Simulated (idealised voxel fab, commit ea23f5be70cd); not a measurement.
This section sets out a process module, namely voxel gate over fins.
Section shown: cut. Width: 280 nm. Cell size: 5 nm, square.
Cross-section = grid of square cells, listed top down in bands; band = one or more rows.
It is stipulated that each band's entry specify, in nanometres, the height of the top of the band and then that of its bottom, followed by the materials of the band in left-to-right sequence, each together with its width in nanometres. A single material marked by the word "everywhere" is understood to fill the band from edge to edge; the word "blank" is understood to denote empty space.
Ref level 0: as-received wafer is one material below here. Bottom band extends down with no lower bound ("top 0, no bottom").
Width "30 to 40": first value at the band's top row of cells, second value at its bottom row, equal change from row to row.
"no alteration" -> step changed no cross-section cell.
"Catalogued sealed voids": sealed empty spaces, 8 cells or more, no open way to top, listed width x height at distance, with distance from the left edge and width, height and distance in nm.
On each step's line, the part that comes after the settings is the simulator's own comment on the step.
"overlay nm" on a masked step: distance the mask lay right of its planned place, negative for left.
# These are the steps we planned for the process
step 1: RECEIVE,material Si
step 2: CONFORMAL_DEP,material SiN,thk nm 10
step 3: DIRECTIONAL_DEP,material aC,thk nm 10
step 4: PATTERN,tone cover,mask id FINS,material resist,width nm 15,pitch nm 60,thk nm 25,overlay nm 0
step 5: DIRECTIONAL_ETCH,etch materials aC,depth nm 10
step 6: STRIP,etch materials resist
step 7: DIRECTIONAL_ETCH,etch materials SiN,depth nm 10
step 8: DIRECTIONAL_ETCH,etch materials Si,depth nm 30
step 9: STRIP,etch materials aC
step 10: OXIDIZE,depth nm 5
step 11: FILL_DEP,material SiO2,thk nm 5
step 12: CMP,height nm 10
step 13: PATTERN,tone open,mask id RAIL,material resist,width nm 15,thk nm 20,overlay nm 0
step 14: DIRECTIONAL_ETCH,etch materials SiO2,depth nm 35
step 15: STRIP,etch materials resist
step 16: CONFORMAL_DEP,material TiN,thk nm 5
step 17: FILL_DEP,material W,thk nm 10
step 18: CMP,height nm 10
step 19: SELECTIVE_ETCH,etch materials W Ru TiN,depth nm 30
step 20: FILL_DEP,material SiO2,thk nm 5
step 21: CMP,height nm 10
step 22: SELECTIVE_ETCH,etch materials SiO2,depth nm 25
step 23: STRIP,etch materials SiN
step 24: CONFORMAL_DEP,material HfO2,thk nm 5
step 25: CONFORMAL_DEP,material TiN,thk nm 5
step 26: FILL_DEP,material W,thk nm 15
step 27: CMP,height nm 20
step 28: CONFORMAL_DEP,material SiCN,thk nm 10
# Cross-sectional view of the wafer in its as-received condition, corresponding to the state after step 1
* top 0, no bottom | Si everywhere
* Catalogued sealed voids: none
# a wafer at the end: this start, this plan, one mistake
* top 30, bottom 20 | SiCN everywhere
* top 20, bottom 10 | W everywhere
* top 10, bottom 5 | 65 of W; 25 of TiN; 35 of W; 25 of TiN; 35 of W; 25 of TiN; 70 of W
* top 5, bottom 0 | 65 of W; 5 of TiN; 15 of HfO2; 5 of TiN; 35 of W; 5 of TiN; 15 of HfO2; 5 of TiN; 35 of W; 5 of TiN; 15 of HfO2; 5 of TiN; 70 of W
* top 0, bottom -5 | 65 of W; 5 of TiN; 5 of HfO2; 5 of Si; 5 of HfO2; 5 of TiN; 35 of W; 5 of TiN; 5 of HfO2; 5 of Si; 5 of HfO2; 5 of TiN; 35 of W; 5 of TiN; 5 of HfO2; 5 of Si; 5 of HfO2; 5 of TiN; 70 of W
* top -5, bottom -10 | 70 of TiN; 5 of HfO2; 5 of Si; 5 of HfO2; 45 of TiN; 5 of HfO2; 5 of Si; 5 of HfO2; 45 of TiN; 5 of HfO2; 5 of Si; 5 of HfO2; 75 of TiN
* top -10, bottom -15 | 75 of HfO2; 5 of Si; 55 of HfO2; 5 of Si; 55 of HfO2; 5 of Si; 80 of HfO2
* top -15, bottom -20 | 75 of SiO2; 5 of Si; 55 of SiO2; 5 of Si; 55 of SiO2; 5 of Si; 80 of SiO2
* top -20, bottom -25 | 75 of SiO2; 5 of Si; 20 of SiO2; 15 of TiN; 20 of SiO2; 5 of Si; 55 of SiO2; 5 of Si; 80 of SiO2
* top -25, bottom -40 | 75 of SiO2; 5 of Si; 55 of SiO2; 5 of Si; 55 of SiO2; 5 of Si; 80 of SiO2
* top -40, no bottom | Si everywhere
* Catalogued sealed voids: none
In executing the process, a mistake was made relative to the plan: step 8 deviated from plan and actually ran as DIRECTIONAL_ETCH,etch materials Si,depth nm 35
